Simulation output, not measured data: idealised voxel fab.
Proc. module: voxel gate over fins
Section shown: cut. Width: 270 nm. Cell size: 5 nm, square.
Just so we're on the same page, the cross-sections are grids of square cells, and they're listed out in bands top to bottom, each band one or more rows deep.
It is stipulated that each band's entry specify, in nanometres, the height of the top of the band and then that of its bottom, followed by the materials of the band in left-to-right sequence, each together with its width in nanometres. A single material marked by the word "all across" is understood to fill the band from edge to edge; the word "empty" is understood to denote empty space.
Height 0 is the level under which the wafer as received is all one material. The lowest band goes on downwards, as in "0 and below".
Width "30 to 40": first value at the band's top row of cells, second value at its bottom row, equal change from row to row.
"everything unchanged" means the step left every cell of the cross-section as it was.
What "Listed closed voids" gives you is every empty space of 8 cells or more that is cut off from the top. Each appears as width x height at distance, with the distance taken from the left edge and width, height and distance all in nm.
What comes after the settings on a step's line is commentary from the simulator itself on that step.
The line of a step may include "overlay nm". On a step with a mask, this value is how far to the right of its planned place the mask lay. A negative value means the mask lay to the left.
In what follows, pairs of cross-sections are presented, each taken before and after one process step, with the after cross-section shown only down to the lowest band that was altered; the step, together with its settings, is stated below the pair. The pairs may stem from different runs of this module on the same starting wafer; accordingly, a pair should be taken as continuing from the one above it solely where its entry headed "Before this step" indicates as much.
[Before this step]
    5 down to 0  HfO2 65 nm | empty 5 nm | HfO2 40 nm | empty 5 nm | HfO2 40 nm | empty 5 nm | HfO2 40 nm | empty 5 nm | HfO2 65 nm
    0 down to -10  Si 60 nm | HfO2 5 nm | empty 5 nm | HfO2 5 nm | Si 30 nm | HfO2 5 nm | empty 5 nm | HfO2 5 nm | Si 30 nm | HfO2 5 nm | empty 5 nm | HfO2 5 nm | Si 30 nm | HfO2 5 nm | empty 5 nm | HfO2 5 nm | Si 60 nm
    -10 down to -15  Si 60 nm | HfO2 15 nm | Si 30 nm | HfO2 15 nm | Si 30 nm | HfO2 15 nm | Si 30 nm | HfO2 15 nm | Si 60 nm
    -15 down to -30  Si 60 nm | SiO2 15 nm | Si 30 nm | SiO2 15 nm | Si 30 nm | SiO2 15 nm | Si 30 nm | SiO2 15 nm | Si 60 nm
    -30 and below  Si all across
    Listed closed voids: none
[Post-Process View]
    10 down to 5  TiN all across
    5 down to 0  HfO2 65 nm | TiN 5 nm | HfO2 40 nm | TiN 5 nm | HfO2 40 nm | TiN 5 nm | HfO2 40 nm | TiN 5 nm | HfO2 65 nm
    0 down to -10  Si 60 nm | HfO2 5 nm | TiN 5 nm | HfO2 5 nm | Si 30 nm | HfO2 5 nm | TiN 5 nm | HfO2 5 nm | Si 30 nm | HfO2 5 nm | TiN 5 nm | HfO2 5 nm | Si 30 nm | HfO2 5 nm | TiN 5 nm | HfO2 5 nm | Si 60 nm
    Under -10: no change, same as before.
    Listed closed voids: none
Between the two cross-sections above, the process step reads CONFORMAL_DEP with material TiN, thk nm 5
Before this step: The prior state of this step coincides with the post-step cross-section of the pair just above.
[Post-Process View]
    20 down to 10  W all across
    Under 10: no change, same as before.
    Listed closed voids: none
Between the two cross-sections above, the process step reads FILL_DEP with material W, thk nm 10
Before this step: The prior state of this step coincides with the post-step cross-section of the pair just above.
[Post-Process View]
    15 down to 10  W all across
    Under 10: no change, same as before.
    Listed closed voids: none
Between the two cross-sections above, the process step reads CMP with height nm 15
Before this step: The prior state of this step coincides with the post-step cross-section of the pair just above.
[Post-Process View]
    25 down to 15  SiCN all across
    Under 15: no change, same as before.
    Listed closed voids: none
Between the two cross-sections above, the process step reads CONFORMAL_DEP with material SiCN, thk nm 10
